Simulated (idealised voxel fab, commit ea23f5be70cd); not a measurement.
process module | voxel fin reveal
cross-section cut | 165 nm wide | cells 5 nm
A cross-section is a grid of square cells, given in bands from the top down. A band is one or more rows of cells.
Each band's line starts with the height of the band's top and of its bottom, in nm. Then come its materials from left to right, each with its width in nm. One material with "throughout" fills the band from edge to edge. "air" is empty space.
Height 0 is the level under which the wafer as received is all one material. The lowest band goes on downwards, as in "0 down".
A width such as "30 to 40" changes by the same amount from each row of cells to the next, from the band's top row to its bottom row.
"no change" after a step means that no cell of the cross-section changed.
closed voids: empty space of 8 cells or more with no open way to the top, each as width x height at its distance from the left edge, in nm
after a step's settings: what the simulator itself notes on the step
overlay nm, on a step with a mask: how far to the right of its planned place the mask lay; to the left if negative
plan
1 op RECEIVE | material Si
2 op CONFORMAL_DEP | material SiN | thk nm 5
3 op MASKED_ETCH | tone cover | mask id FINS | width nm 15 | pitch nm 40 | etch materials SiN | depth nm 5 | overlay nm 0
4 op MASKED_ETCH | tone cover | mask id FINS | width nm 15 | pitch nm 40 | etch materials Si | depth nm 40 | overlay nm 0
5 op OXIDIZE | depth nm 5
6 op FILL_DEP | material SiO2 | thk nm 5
7 op CMP | height nm 5
8 op SELECTIVE_ETCH | etch materials SiO2 | depth nm 20
9 op STRIP | etch materials SiN
varied across the wafers: depth nm of step 8. The plan shows the first wafer's value. All wafers start alike
first wafer as received, after step 1
  0 down: Si throughout
  closed voids: none
first wafer at the end, after step 9
  0 to -15: air 20 | Si 5 | air 35 | Si 5 | air 35 | Si 5 | air 35 | Si 5 | air 20
  -15 to -45: SiO2 20 | Si 5 | SiO2 35 | Si 5 | SiO2 35 | Si 5 | SiO2 35 | Si 5 | SiO2 20
  -45 down: Si throughout
  closed voids: none
last wafer at the end
  0 to -40: air 20 | Si 5 | air 35 | Si 5 | air 35 | Si 5 | air 35 | Si 5 | air 20
  -40 to -45: SiO2 20 | Si 5 | SiO2 35 | Si 5 | SiO2 35 | Si 5 | SiO2 35 | Si 5 | SiO2 20
  -45 down: Si throughout
  closed voids: none
each wafer at the end: cells of each material gained (+) or lost (-) since it was received, then its closed voids
depth nm 20 | -261 Si | +174 SiO2 | closed voids: none
depth nm 25 | -261 Si | +145 SiO2 | closed voids: none
depth nm 30 | -261 Si | +116 SiO2 | closed voids: none
depth nm 35 | -261 Si | +87 SiO2 | closed voids: none
depth nm 40 | -261 Si | +58 SiO2 | closed voids: none
depth nm 45 | -261 Si | +29 SiO2 | closed voids: none
